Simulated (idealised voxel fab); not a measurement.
process module | voxel ribs on slabs
cross-section cut | 270 nm wide | cells 5 nm
A cross-section is a grid of square cells, given in bands from the top down. A band is one or more rows of cells.
Each band's line starts with the height of the band's top and of its bottom, in nm. Then come its materials from left to right, each with its width in nm. One material with "throughout" fills the band from edge to edge. "air" is empty space.
Height 0 is the level under which the wafer as received is all one material. The lowest band goes on downwards, as in "0 down".
A width such as "30 to 40" changes by the same amount from each row of cells to the next, from the band's top row to its bottom row.
"no change" after a step means that no cell of the cross-section changed.
closed voids: empty space of 8 cells or more with no open way to the top, each as width x height at its distance from the left edge, in nm
after a step's settings: what the simulator itself notes on the step
overlay nm, on a step with a mask: how far to the right of its planned place the mask lay; to the left if negative
plan
1 op RECEIVE | material Si
2 op DIRECTIONAL_DEP | material SiO2 | thk nm 30
3 op DIRECTIONAL_DEP | material polySi | thk nm 15
4 op MASKED_ETCH | tone cover | mask id RIB | width nm 30 | etch materials polySi | depth nm 10 | overlay nm 0
5 op MASKED_ETCH | tone cover | mask id SLAB | width nm 60 | etch materials polySi | depth nm 5 | overlay nm 0
6 op FILL_DEP | material SiO2 | thk nm 25
7 op CMP | height nm 60
8 op DIRECTIONAL_DEP | material W | thk nm 10
9 op PATTERN | tone cover | mask id HEATER | material resist | width nm 40 | thk nm 20 | overlay nm 0
10 op DIRECTIONAL_ETCH | etch materials W | depth nm 10
11 op STRIP | etch materials resist
12 op CONFORMAL_DEP | material SiN | thk nm 5
as received, after step 1
  0 down: Si throughout
  closed voids: none
first wafer at the end, as planned
  75 to 70: air 110 | SiN 50 | air 110
  70 to 65: air 110 | SiN 5 | W 40 | SiN 5 | air 110
  65 to 60: SiN 115 | W 40 | SiN 115
  60 to 45: SiO2 throughout
  45 to 35: SiO2 120 | polySi 30 | SiO2 120
  35 to 30: SiO2 105 | polySi 60 | SiO2 105
  30 to 0: SiO2 throughout
  0 down: Si throughout
  closed voids: none
second wafer at the end: like start, like plan, one mistake
  75 to 70: air 110 | SiN 50 | air 110
  70 to 65: air 110 | SiN 5 | W 40 | SiN 5 | air 110
  65 to 60: SiN 115 | W 40 | SiN 115
  60 to 50: SiO2 120 | polySi 30 | SiO2 120
  50 to 45: SiO2 105 | polySi 60 | SiO2 105
  45 to 30: polySi throughout
  30 to 0: SiO2 throughout
  0 down: Si throughout
  closed voids: none
what went wrong: step 3 was run twice
at the end the second wafer has, in cells: 162 fewer of SiO2 | 162 more of polySi
